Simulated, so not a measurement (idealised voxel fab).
Presented below is a process module, voxel fin reveal.
Each square cell in cross-section cut measures 5 nm, and the section as a whole is 175 nm wide.
How to read a cross-section here: the picture is a grid of square cells, written as bands going from the top down, and any band can span one or more rows of cells.
Quick guide to a band line: top height, bottom height (nm) up front; then every material left to right with its width in nm. Only one material and it's marked "full width"? Then it fills the band edge to edge. And "blank" just means empty space.
Height datum 0, below which the as-received substrate wafer is one material. Lowest band open at the bottom, running downward: "0 -> down".
When a width is written as two numbers, as in "30..40", the first number is the width in the top row of cells of the band and the second is the width in its bottom row, and the width changes by the same amount from each row to the next.
Where the words "nothing was modified" appear for a step, the cross-section shows no cell changed by that step; every cell remained as before.
In "Closed void entries" the enclosed voids are listed, meaning empty spaces of 8 cells or larger without any opening to the top. The form is width x height at distance, distance from the left edge, units nm.
The remark found on a step's line after its settings is issued by the simulator itself and pertains to that step.
overlay nm: on a step with a mask, how far right of its planned place the mask lay; negative means left.

These are the steps we planned for the process:
| 1 | RECEIVE, material Si |
| 2 | CONFORMAL_DEP, material SiN, thk nm 10 |
| 3 | MASKED_ETCH, tone cover, mask id FINS, width nm 15, pitch nm 35, etch materials SiN, depth nm 10, overlay nm 0 |
| 4 | MASKED_ETCH, tone cover, mask id FINS, width nm 15, pitch nm 35, etch materials Si, depth nm 35, overlay nm 0 |
| 5 | OXIDIZE, depth nm 5 |
| 6 | FILL_DEP, material SiO2, thk nm 15 |
| 7 | CMP, height nm 10 |
| 8 | SELECTIVE_ETCH, etch materials SiO2, depth nm 30 |
| 9 | STRIP, etch materials SiN |

Cross-section of the wafer as it came to us, i.e., already through step 1:
- 0 -> down = Si full width
- Closed void entries: none

Module complete - cross-section of the first of two wafers, run according to plan:
- 0 -> -20 = 65 nm blank  5 nm Si  30 nm blank  5 nm Si  70 nm blank
- -20 -> -40 = 65 nm SiO2  5 nm Si  30 nm SiO2  5 nm Si  70 nm SiO2
- -40 -> down = Si full width
- Closed void entries: none

This is the second of the two wafers, cross-sectioned at the end of the module; it started exactly like the first and was given the same plan, but it was run with one mistake:
- 0 -> -5 = 75 nm blank  5 nm Si  30 nm blank  5 nm Si  60 nm blank
- -5 -> -20 = 65 nm blank  15 nm Si  20 nm blank  15 nm Si  60 nm blank
- -20 -> -40 = 65 nm SiO2  15 nm Si  20 nm SiO2  15 nm Si  60 nm SiO2
- -40 -> down = Si full width
- Closed void entries: none
Nonconformance to the process plan: it should be noted that step 3 was executed with settings other than those planned, the operation and settings actually applied being MASKED_ETCH, tone cover, mask id FINS, width nm 15, pitch nm 35, etch materials SiN, depth nm 10, overlay nm 10
Counted in cells at the end, the second wafer holds more or fewer of these materials than the first: 28 more of Si; 16 fewer of SiO2
